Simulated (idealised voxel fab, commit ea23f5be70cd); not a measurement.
Module name: voxel self aligned contacts (process module)
Square cells of 5 nm make up the cross-section cut, whose width is 225 nm.
Cross-sections here: square-cell grids, written as top-down lists of bands, a band being one or more rows of cells. Per band: top height and bottom height in nm, followed by the left-to-right materials and their widths in nm; "edge to edge" marks a single material spanning edge to edge, "air" marks empty space. Below 0: as-received wafer, all one material; heights counted from there. Lowest band: no bottom, goes on down, written "0..down". The expression "30 to 40" gives the width at the extremes of the band, the first number at its top row of cells and the second at its bottom row, with the width changing by equal amounts from each row to the next in between. "changes: none" after a step means that no cell of the cross-section changed. The list in "Sealed void list" covers empty spaces of 8 cells or more that cannot reach the top through any open way, and it gives each as width x height at distance; the distance is from the left edge, and width, height and distance are in nm. Heads up: the bit after the settings on a step's line is the simulator's remark on that step. Among the settings permitted on a step's line is "overlay nm"; applied to a step with a mask, it specifies the extent to which the mask lay to the right of its planned position, whereas a negative figure signifies a position to the left.
These are the steps we planned for the process
1,op RECEIVE | material Si
2,op OXIDIZE | depth nm 5
3,op DIRECTIONAL_DEP | material polySi | thk nm 30
4,op DIRECTIONAL_DEP | material SiN | thk nm 15
5,op MASKED_ETCH | tone cover | mask id GATE | width nm 30 | pitch nm 55 | etch materials SiN | depth nm 15 | overlay nm 0
6,op MASKED_ETCH | tone cover | mask id GATE | width nm 30 | pitch nm 55 | etch materials polySi | depth nm 30 | overlay nm 0
7,op CONFORMAL_DEP | material SiN | thk nm 5
8,op DIRECTIONAL_ETCH | etch materials SiN | depth nm 5
9,op FILL_DEP | material SiO2 | thk nm 20
10,op CMP | height nm 55
11,op MASKED_ETCH | tone open | mask id CONTACT | width nm 35 | pitch nm 55 | etch materials SiO2 | depth nm 60 | overlay nm 0
12,op CONFORMAL_DEP | material TiN | thk nm 5
13,op FILL_DEP | material W | thk nm 10
14,op CMP | height nm 55
15,op CONFORMAL_DEP | material SiN | thk nm 5
Cross-section: wafer on arrival = after step 1
* 0..down | Si edge to edge
* Sealed void list: none
A wafer at the end: this start, this plan, one mistake
* 60..55 | SiN edge to edge
* 55..45 | SiO2 65 nm; TiN 5 nm; W 25 nm; TiN 5 nm; SiO2 20 nm; TiN 5 nm; W 25 nm; TiN 5 nm; SiO2 70 nm
* 45..40 | SiO2 65 nm; TiN 10 nm; W 15 nm; TiN 10 nm; SiO2 20 nm; TiN 10 nm; W 15 nm; TiN 10 nm; SiO2 70 nm
* 40..30 | SiO2 40 nm; SiN 30 nm; TiN 5 nm; W 15 nm; TiN 5 nm; SiN 30 nm; TiN 5 nm; W 15 nm; TiN 5 nm; SiN 30 nm; SiO2 45 nm
* 30..0 | SiO2 40 nm; polySi 30 nm; TiN 5 nm; W 15 nm; TiN 5 nm; polySi 30 nm; TiN 5 nm; W 15 nm; TiN 5 nm; polySi 30 nm; SiO2 45 nm
* 0..-5 | SiO2 70 nm; TiN 25 nm; SiO2 30 nm; TiN 25 nm; SiO2 75 nm
* -5..down | Si edge to edge
* Sealed void list: none
What was done differently from what was planned? step 7 of the plan was jumped over and never run
